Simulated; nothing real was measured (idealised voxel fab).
process module | voxel quadruple lines
cross-section cut | 165 nm wide | cells 5 nm
A cross-section is a grid of square cells, given in bands from the top down. A band is one or more rows of cells.
Each band's line starts with the height of the band's top and of its bottom, in nm. Then come its materials from left to right, each with its width in nm. One material with "throughout" fills the band from edge to edge. "air" is empty space.
Height 0 is the level under which the wafer as received is all one material. The lowest band goes on downwards, as in "0 down".
A width such as "30 to 40" changes by the same amount from each row of cells to the next, from the band's top row to its bottom row.
"no change" after a step means that no cell of the cross-section changed.
closed voids: empty space of 8 cells or more with no open way to the top, each as width x height at its distance from the left edge, in nm
after a step's settings: what the simulator itself notes on the step
overlay nm, on a step with a mask: how far to the right of its planned place the mask lay; to the left if negative
plan
1 op RECEIVE | material Si
2 op CONFORMAL_DEP | material SiO2 | thk nm 10
3 op DIRECTIONAL_DEP | material TiN | thk nm 15
4 op DIRECTIONAL_DEP | material polySi | thk nm 15
5 op DIRECTIONAL_DEP | material aC | thk nm 20
6 op PATTERN | tone cover | mask id MANDREL | material resist | width nm 25 | thk nm 30 | overlay nm 0
7 op DIRECTIONAL_ETCH | etch materials aC | depth nm 20
8 op STRIP | etch materials resist
9 op CONFORMAL_DEP | material SiO2 | thk nm 15
10 op DIRECTIONAL_ETCH | etch materials SiO2 | depth nm 15
11 op STRIP | etch materials aC
12 op DIRECTIONAL_ETCH | etch materials polySi | depth nm 15
13 op STRIP | etch materials SiO2
14 op CONFORMAL_DEP | material SiCN | thk nm 5
15 op DIRECTIONAL_ETCH | etch materials SiCN | depth nm 5
16 op STRIP | etch materials polySi
17 op DIRECTIONAL_ETCH | etch materials TiN | depth nm 15
18 op STRIP | etch materials SiCN
as received, after step 1
  0 down: Si throughout
  closed voids: none
a wafer at the end: this start, this plan, one mistake
  25 to 10: air 65 | TiN 5 | air 25 | TiN 5 | air 65
  10 to 0: SiO2 throughout
  0 down: Si throughout
  closed voids: none
what went wrong: step 6 ran as: op PATTERN | tone open | mask id MANDREL | material resist | width nm 25 | thk nm 30 | overlay nm 0
